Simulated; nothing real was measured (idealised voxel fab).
Proc. module: voxel capacitor over wiring
In the cross-section labelled cut, the width is 215 nm and each square cell is 5 nm.
Notation: cross-section as square-cell grid; stated in bands, top first, going down; one or more cell rows per band. This entry defines a band. It first specifies the height of the band's top and the height of its bottom in nm, and then specifies the band's materials from left to right, stating each material with its width in nm. The word "throughout" identifies a single material that fills the band from edge to edge, while the word "air" identifies empty space. Heights are measured from 0, the level below which the as-received wafer is all one material; the lowest band has no bottom and continues downward, written as in "z 0 and below". Graded width ("30 to 40"): value in top row of band = first number; value in bottom row = second number; row-to-row change constant. Step marked "nothing changed"? Then no cell in the cross-section changed in it. The entry titled "Voids lacking openings" provides the empty spaces that have no open way to the top, restricted to those of 8 cells or more. Each is presented as width x height at distance, the distance being measured from the left edge, with all three in nm. On a step's line, text after the settings is the simulator commenting on that step. You can add "overlay nm" to a step's line. For a step with a mask, it describes how far the mask lay to the right of its planned position, and a negative number describes a lay to the left.
### The process steps that were planned are listed below
- 1: RECEIVE (material Si)
- 2: CONFORMAL_DEP (material SiO2; thk nm 15)
- 3: CONFORMAL_DEP (material SiCN; thk nm 5)
- 4: DIRECTIONAL_DEP (material SiO2; thk nm 20)
- 5: DIRECTIONAL_DEP (material aC; thk nm 15)
- 6: PATTERN (tone open; mask id METAL_1; material resist; width nm 20; pitch nm 75; thk nm 30; overlay nm 0)
- 7: DIRECTIONAL_ETCH (etch materials aC; depth nm 15)
- 8: STRIP (etch materials resist)
- 9: DIRECTIONAL_ETCH (etch materials SiO2; depth nm 20)
- 10: DIRECTIONAL_ETCH (etch materials SiCN; depth nm 5)
- 11: STRIP (etch materials aC)
- 12: CONFORMAL_DEP (material TiN; thk nm 5)
- 13: FILL_DEP (material W; thk nm 10)
- 14: CMP (height nm 40)
- 15: EPI (material Ru; thk nm 5)
- 16: FILL_DEP (material SiCN; thk nm 5)
- 17: DIRECTIONAL_DEP (material SiO2; thk nm 10)
- 18: MASKED_ETCH (tone open; mask id PLUG_1; width nm 15; etch materials SiO2; depth nm 10; overlay nm 0)
- 19: MASKED_ETCH (tone open; mask id PLUG_1; width nm 15; etch materials SiCN; depth nm 5; overlay nm 0)
- 20: EPI (material Ru; thk nm 10)
- 21: EPI (material Ru; thk nm 5)
- 22: DIRECTIONAL_DEP (material TiN; thk nm 10)
- 23: DIRECTIONAL_DEP (material Al2O3; thk nm 5)
- 24: DIRECTIONAL_DEP (material TiN; thk nm 5)
- 25: MASKED_ETCH (tone cover; mask id UPPER_PLATE; width nm 60; etch materials TiN; depth nm 5; overlay nm 0)
- 26: MASKED_ETCH (tone cover; mask id UPPER_PLATE; width nm 60; etch materials Al2O3; depth nm 5; overlay nm 0)
- 27: PATTERN (tone cover; mask id LOWER_PLATE; material resist; width nm 70; thk nm 20; overlay nm 0)
- 28: DIRECTIONAL_ETCH (etch materials TiN; depth nm 10)
- 29: STRIP (etch materials resist)
- 30: FILL_DEP (material SiO2; thk nm 20)
- 31: CMP (height nm 95)
- 32: MASKED_ETCH (tone open; mask id PLUG_2; width nm 15; etch materials SiO2; depth nm 15; overlay nm 0)
- 33: CONFORMAL_DEP (material TiN; thk nm 5)
- 34: FILL_DEP (material Ru; thk nm 5)
- 35: CMP (height nm 95)
- 36: CONFORMAL_DEP (material SiCN; thk nm 5)
Wafers differ in width nm at step 18; plan lists the first wafer's value; identical starting state.
### Cross-section of the first of several wafers on receipt, reflecting completion of step 1
z 0 and below = Si throughout
Voids lacking openings: none
### Wafer cross-section (first of several) - module end, post step 36 (last step)
z 100 to 95 = SiCN throughout
z 95 to 85 = 75 SiO2; 5 TiN; 5 Ru; 5 TiN; 125 SiO2
z 85 to 75 = 75 to 65 SiO2; 15 to 60 TiN; 125 to 90 SiO2
z 75 to 70 = 65 SiO2; 60 Al2O3; 90 SiO2
z 70 to 60 = 60 SiO2; 70 TiN; 85 SiO2
z 60 to 50 = 65 SiO2; 15 Ru; 135 SiO2
z 50 to 45 = 65 SiCN; 15 Ru; 135 SiCN
z 45 to 40 = 55 SiCN; 30 Ru; 45 SiCN; 30 Ru; 55 SiCN
z 40 to 20 = 60 SiO2; 5 TiN; 10 W; 5 TiN; 55 SiO2; 5 TiN; 10 W; 5 TiN; 60 SiO2
z 20 to 15 = 60 SiCN; 20 TiN; 55 SiCN; 20 TiN; 60 SiCN
z 15 to 0 = SiO2 throughout
z 0 and below = Si throughout
Voids lacking openings: none
### Final wafer cross-section at module end
z 100 to 95 = SiCN throughout
z 95 to 85 = 75 SiO2; 5 TiN; 5 Ru; 5 TiN; 125 SiO2
z 85 to 75 = 75 to 65 SiO2; 15 to 60 TiN; 125 to 90 SiO2
z 75 to 70 = 65 SiO2; 60 Al2O3; 90 SiO2
z 70 to 60 = 60 SiO2; 70 TiN; 85 SiO2
z 60 to 50 = 60 SiO2; 30 Ru; 125 SiO2
z 50 to 45 = 65 SiCN; 15 Ru; 135 SiCN
z 45 to 40 = 55 SiCN; 30 Ru; 45 SiCN; 30 Ru; 55 SiCN
z 40 to 20 = 60 SiO2; 5 TiN; 10 W; 5 TiN; 55 SiO2; 5 TiN; 10 W; 5 TiN; 60 SiO2
z 20 to 15 = 60 SiCN; 20 TiN; 55 SiCN; 20 TiN; 60 SiCN
z 15 to 0 = SiO2 throughout
z 0 and below = Si throughout
Voids lacking openings: none
### For your reference, the table is organized with a row per wafer; each row reflects the wafer at the end of the module, indicating for each material the cells gained (+) or lost (-) since receipt, and thereafter its closed voids
width nm 15, +12 Al2O3, +23 Ru, +149 SiCN, +589 SiO2, +71 TiN, +16 W, Voids lacking openings: none
width nm 20, +12 Al2O3, +25 Ru, +149 SiCN, +587 SiO2, +71 TiN, +16 W, Voids lacking openings: none
width nm 25, +12 Al2O3, +27 Ru, +149 SiCN, +585 SiO2, +71 TiN, +16 W, Voids lacking openings: none
width nm 30, +12 Al2O3, +29 Ru, +149 SiCN, +583 SiO2, +71 TiN, +16 W, Voids lacking openings: none
